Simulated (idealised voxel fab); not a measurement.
This is a process module. Its name is voxel gate over fins.
The cross-section shown here is cut; it is 285 nm wide and divided into square cells measuring 5 nm on a side.
Cross-section = grid of square cells, listed top down in bands; band = one or more rows. The band entry comprises the height of the band's top followed by the height of its bottom, expressed in nm, and subsequently the band's materials from left to right, each stated together with its width in nm. Where a single material is marked with the word "edge to edge", that material fills the band from edge to edge. The word "air" represents empty space. Ref level 0: as-received wafer is one material below here. Bottom band extends down with no lower bound ("0 nm and below"). The expression "30 to 40" gives the width at the extremes of the band, the first number at its top row of cells and the second at its bottom row, with the width changing by equal amounts from each row to the next in between. "remained unchanged" means the step left every cell of the cross-section as it was. So "Enclosed internal cavities" is basically the list of trapped voids: any empty space of 8 cells or more that can't reach the top through an opening. They're written width x height at distance, the distance being from the left edge, and it's all nm. after a step's settings: what the simulator itself notes on the step. A step line may carry the setting "overlay nm", which, for steps involving a mask, states the distance by which the mask lay to the right of its intended position; negative values denote displacement to the left.

**These are the steps we planned for the process**
| 1 | RECEIVE (material Si) |
| 2 | CONFORMAL_DEP (material SiN; thk nm 10) |
| 3 | MASKED_ETCH (tone cover; mask id FINS; width nm 15; pitch nm 60; etch materials SiN; depth nm 10; overlay nm -15) |
| 4 | MASKED_ETCH (tone cover; mask id FINS; width nm 15; pitch nm 60; etch materials Si; depth nm 35; overlay nm 0) |
| 5 | OXIDIZE (depth nm 5) |
| 6 | FILL_DEP (material SiO2; thk nm 10) |
| 7 | CMP (height nm 10) |
| 8 | PATTERN (tone open; mask id RAIL; material resist; width nm 15; thk nm 20; overlay nm 0) |
| 9 | DIRECTIONAL_ETCH (etch materials SiO2; depth nm 40) |
| 10 | STRIP (etch materials resist) |
| 11 | CONFORMAL_DEP (material TiN; thk nm 5) |
| 12 | FILL_DEP (material W; thk nm 10) |
| 13 | CMP (height nm 10) |
| 14 | SELECTIVE_ETCH (etch materials W Ru TiN; depth nm 35) |
| 15 | FILL_DEP (material SiO2; thk nm 5) |
| 16 | CMP (height nm 10) |
| 17 | SELECTIVE_ETCH (etch materials SiO2; depth nm 25) |
| 18 | STRIP (etch materials SiN) |
| 19 | CONFORMAL_DEP (material HfO2; thk nm 5) |
| 20 | CONFORMAL_DEP (material TiN; thk nm 5) |
| 21 | CONFORMAL_DEP (material TiAl; thk nm 5) |
| 22 | CONFORMAL_DEP (material TiN; thk nm 5) |
| 23 | FILL_DEP (material W; thk nm 10) |
| 24 | CMP (height nm 25) |
| 25 | CONFORMAL_DEP (material SiCN; thk nm 10) |
Be aware that, although all wafers share a common starting state, the overlay nm at step 3 differs among them, and the plan displays the first wafer's value.

**First of several wafers (as received, post step 1), cross-sectional view**
  0 nm and below  Si edge to edge
  Enclosed internal cavities: none

**First wafer of several, cross-section, module end, after step 25 (last)**
  35 nm to 25 nm  SiCN edge to edge
  25 nm to 20 nm  W edge to edge
  20 nm to 15 nm  W: 75, then TiN: 45, then W: 15, then TiN: 45, then W: 105
  15 nm to 10 nm  W: 75, then TiN: 5, then TiAl: 35, then TiN: 25, then TiAl: 35, then TiN: 20, then W: 90
  10 nm to 5 nm  W: 75, then TiN: 5, then TiAl: 5, then TiN: 25, then TiAl: 20, then TiN: 10, then TiAl: 5, then TiN: 25, then TiAl: 20, then TiN: 5, then W: 90
  5 nm to 0 nm  TiN: 80, then TiAl: 5, then TiN: 5, then HfO2: 15, then TiN: 20, then TiAl: 5, then TiN: 10, then TiAl: 5, then TiN: 5, then HfO2: 15, then TiN: 20, then TiAl: 5, then TiN: 95
  0 nm to -5 nm  TiAl: 85, then TiN: 5, then HfO2: 5, then Si: 5, then HfO2: 20, then TiN: 5, then TiAl: 20, then TiN: 5, then HfO2: 5, then Si: 5, then HfO2: 20, then TiN: 5, then TiAl: 100
  -5 nm to -10 nm  TiN: 90, then HfO2: 5, then Si: 20, then HfO2: 5, then TiN: 30, then HfO2: 5, then Si: 20, then HfO2: 5, then TiN: 105
  -10 nm to -15 nm  HfO2: 95, then Si: 20, then HfO2: 40, then Si: 20, then HfO2: 110
  -15 nm to -25 nm  SiO2: 95, then Si: 20, then SiO2: 40, then Si: 20, then SiO2: 110
  -25 nm to -30 nm  SiO2: 95, then Si: 20, then SiO2: 20, then TiN: 15, then SiO2: 5, then Si: 20, then SiO2: 110
  -30 nm to -40 nm  SiO2: 95, then Si: 20, then SiO2: 40, then Si: 20, then SiO2: 110
  -40 nm and below  Si edge to edge
  Enclosed internal cavities: none

**A cross-section through the last wafer at the close of the module**
  35 nm to 25 nm  SiCN edge to edge
  25 nm to 20 nm  W edge to edge
  20 nm to 15 nm  W: 105, then TiN: 45, then W: 15, then TiN: 45, then W: 75
  15 nm to 10 nm  W: 90, then TiN: 20, then TiAl: 35, then TiN: 25, then TiAl: 35, then TiN: 5, then W: 75
  10 nm to 5 nm  W: 90, then TiN: 5, then TiAl: 20, then TiN: 25, then TiAl: 5, then TiN: 10, then TiAl: 20, then TiN: 25, then TiAl: 5, then TiN: 5, then W: 75
  5 nm to 0 nm  TiN: 95, then TiAl: 5, then TiN: 20, then HfO2: 15, then TiN: 5, then TiAl: 5, then TiN: 10, then TiAl: 5, then TiN: 20, then HfO2: 15, then TiN: 5, then TiAl: 5, then TiN: 80
  0 nm to -5 nm  TiAl: 100, then TiN: 5, then HfO2: 20, then Si: 5, then HfO2: 5, then TiN: 5, then TiAl: 20, then TiN: 5, then HfO2: 20, then Si: 5, then HfO2: 5, then TiN: 5, then TiAl: 85
  -5 nm to -10 nm  TiN: 105, then HfO2: 5, then Si: 20, then HfO2: 5, then TiN: 30, then HfO2: 5, then Si: 20, then HfO2: 5, then TiN: 90
  -10 nm to -15 nm  HfO2: 110, then Si: 20, then HfO2: 40, then Si: 20, then HfO2: 95
  -15 nm to -25 nm  SiO2: 110, then Si: 20, then SiO2: 40, then Si: 20, then SiO2: 95
  -25 nm to -30 nm  SiO2: 110, then Si: 20, then SiO2: 5, then TiN: 15, then SiO2: 20, then Si: 20, then SiO2: 95
  -30 nm to -40 nm  SiO2: 110, then Si: 20, then SiO2: 40, then Si: 20, then SiO2: 95
  -40 nm and below  Si edge to edge
  Enclosed internal cavities: none

**So in this table every wafer gets its own row, and what you see is where it stands at the end of the module: for each material, how many cells it picked up (+) or gave up (-) since we received it, and after that its closed voids**
overlay nm -15; +69 HfO2; -398 Si; +114 SiCN; +242 SiO2; +69 TiAl; +141 TiN; +162 W; Enclosed internal cavities: none
overlay nm -10; +69 HfO2; -412 Si; +114 SiCN; +252 SiO2; +69 TiAl; +141 TiN; +166 W; Enclosed internal cavities: none
overlay nm -5; +69 HfO2; -426 Si; +114 SiCN; +262 SiO2; +69 TiAl; +141 TiN; +170 W; Enclosed internal cavities: none
overlay nm 0; +69 HfO2; -440 Si; +114 SiCN; +272 SiO2; +69 TiAl; +141 TiN; +174 W; Enclosed internal cavities: none
overlay nm 5; +69 HfO2; -426 Si; +114 SiCN; +262 SiO2; +69 TiAl; +141 TiN; +170 W; Enclosed internal cavities: none
overlay nm 10; +69 HfO2; -412 Si; +114 SiCN; +252 SiO2; +69 TiAl; +141 TiN; +166 W; Enclosed internal cavities: none
overlay nm 15; +69 HfO2; -398 Si; +114 SiCN; +242 SiO2; +69 TiAl; +141 TiN; +162 W; Enclosed internal cavities: none
